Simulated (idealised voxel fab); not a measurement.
process module | voxel transistor to metal
cross-section cut | 150 nm wide | cells 5 nm
A cross-section is a grid of square cells, given in bands from the top down. A band is one or more rows of cells.
Each band's line starts with the height of the band's top and of its bottom, in nm. Then come its materials from left to right, each with its width in nm. One material with "throughout" fills the band from edge to edge. "air" is empty space.
Height 0 is the level under which the wafer as received is all one material. The lowest band goes on downwards, as in "0 down".
A width such as "30 to 40" changes by the same amount from each row of cells to the next, from the band's top row to its bottom row.
"no change" after a step means that no cell of the cross-section changed.
closed voids: empty space of 8 cells or more with no open way to the top, each as width x height at its distance from the left edge, in nm
after a step's settings: what the simulator itself notes on the step
overlay nm, on a step with a mask: how far to the right of its planned place the mask lay; to the left if negative
plan
1 op RECEIVE | material Si
2 op CONFORMAL_DEP | material SiO2 | thk nm 5
3 op CONFORMAL_DEP | material SiN | thk nm 10
4 op DIRECTIONAL_DEP | material aC | thk nm 15
5 op PATTERN | tone cover | mask id ACTIVE | material resist | width nm 115 | thk nm 35 | overlay nm 0
6 op DIRECTIONAL_ETCH | etch materials aC | depth nm 15
7 op STRIP | etch materials resist
8 op DIRECTIONAL_ETCH | etch materials SiN | depth nm 10
9 op DIRECTIONAL_ETCH | etch materials SiO2 | depth nm 5
10 op DIRECTIONAL_ETCH | etch materials Si | depth nm 35
11 op STRIP | etch materials aC
12 op FILL_DEP | material SiO2 | thk nm 10
13 op CMP | height nm 15
14 op SELECTIVE_ETCH | etch materials SiO2 | depth nm 5
15 op STRIP | etch materials SiN
16 op SELECTIVE_ETCH | etch materials SiO2 | depth nm 5
17 op OXIDIZE | depth nm 5
18 op DIRECTIONAL_DEP | material polySi | thk nm 30
19 op DIRECTIONAL_DEP | material SiCN | thk nm 15
20 op DIRECTIONAL_DEP | material aC | thk nm 15
21 op PATTERN | tone cover | mask id GATE | material resist | width nm 35 | thk nm 35 | overlay nm 0
22 op DIRECTIONAL_ETCH | etch materials aC | depth nm 15
23 op STRIP | etch materials resist
24 op DIRECTIONAL_ETCH | etch materials SiCN | depth nm 25
25 op DIRECTIONAL_ETCH | etch materials polySi | depth nm 40
26 op STRIP | etch materials aC
27 op CONFORMAL_DEP | material SiN | thk nm 10
28 op DIRECTIONAL_ETCH | etch materials SiN | depth nm 10
29 op DIRECTIONAL_ETCH | etch materials SiO2 | depth nm 5
30 op DIRECTIONAL_ETCH | etch materials Si | depth nm 15
31 op EPI | material pSi | thk nm 15
32 op FILL_DEP | material SiO2 | thk nm 5
33 op CMP | height nm 30
34 op STRIP | etch materials polySi
35 op SELECTIVE_ETCH | etch materials SiO2 | depth nm 5
36 op CONFORMAL_DEP | material HfO2 | thk nm 5
37 op CONFORMAL_DEP | material TiN | thk nm 5
38 op FILL_DEP | material W | thk nm 5
39 op CMP | height nm 25
40 op DIRECTIONAL_DEP | material SiO2 | thk nm 10
41 op DIRECTIONAL_DEP | material aC | thk nm 15
42 op PATTERN | tone open | mask id CONTACT | material resist | width nm 15 | pitch nm 90 | thk nm 35 | overlay nm 0
43 op DIRECTIONAL_ETCH | etch materials aC | depth nm 15
44 op STRIP | etch materials resist
45 op DIRECTIONAL_ETCH | etch materials SiO2 | depth nm 25
46 op STRIP | etch materials aC
47 op CONFORMAL_DEP | material TiN | thk nm 5
48 op FILL_DEP | material Ru | thk nm 10
49 op CMP | height nm 35
50 op DIRECTIONAL_DEP | material TiN | thk nm 5
51 op DIRECTIONAL_DEP | material W | thk nm 20
52 op PATTERN | tone cover | mask id METAL_1 | material resist | width nm 15 | pitch nm 90 | thk nm 20 | overlay nm 0
53 op DIRECTIONAL_ETCH | etch materials W | depth nm 20
54 op DIRECTIONAL_ETCH | etch materials TiN | depth nm 5
55 op STRIP | etch materials resist
56 op CONFORMAL_DEP | material SiN | thk nm 5
57 op FILL_DEP | material lowk | thk nm 10
58 op CMP | height nm 60
59 op CONFORMAL_DEP | material SiCN | thk nm 5
60 op DIRECTIONAL_DEP | material lowk | thk nm 25
61 op MASKED_ETCH | tone open | mask id METAL_2 | width nm 15 | pitch nm 90 | etch materials lowk | depth nm 15 | overlay nm 0
62 op MASKED_ETCH | tone open | mask id METAL_2_HOLES | width nm 15 | pitch nm 90 | etch materials lowk | depth nm 10 | overlay nm -5
63 op MASKED_ETCH | tone open | mask id METAL_2_HOLES | width nm 15 | pitch nm 90 | etch materials SiCN | depth nm 5 | overlay nm 0
64 op CONFORMAL_DEP | material TiN | thk nm 5
65 op FILL_DEP | material Ru | thk nm 5
66 op CMP | height nm 90
67 op CONFORMAL_DEP | material SiCN | thk nm 5
varied across the wafers: overlay nm of step 62. The plan shows the first wafer's value. All wafers start alike
first wafer as received, after step 1
  0 down: Si throughout
  closed voids: none
each wafer at the end: cells of each material gained (+) or lost (-) since it was received, then its closed voids
overlay nm -5 | +19 HfO2 | +14 Ru | -102 Si | +56 SiCN | +64 SiN | +152 SiO2 | +69 TiN | +36 W | +200 lowk | +62 pSi | closed voids: none
overlay nm 0 | +19 HfO2 | +18 Ru | -102 Si | +54 SiCN | +64 SiN | +152 SiO2 | +67 TiN | +36 W | +200 lowk | +62 pSi | closed voids: none
overlay nm 5 | +19 HfO2 | +14 Ru | -102 Si | +56 SiCN | +64 SiN | +152 SiO2 | +69 TiN | +36 W | +200 lowk | +62 pSi | closed voids: none
overlay nm 10 | +19 HfO2 | +16 Ru | -102 Si | +58 SiCN | +64 SiN | +152 SiO2 | +65 TiN | +36 W | +200 lowk | +62 pSi | closed voids: none
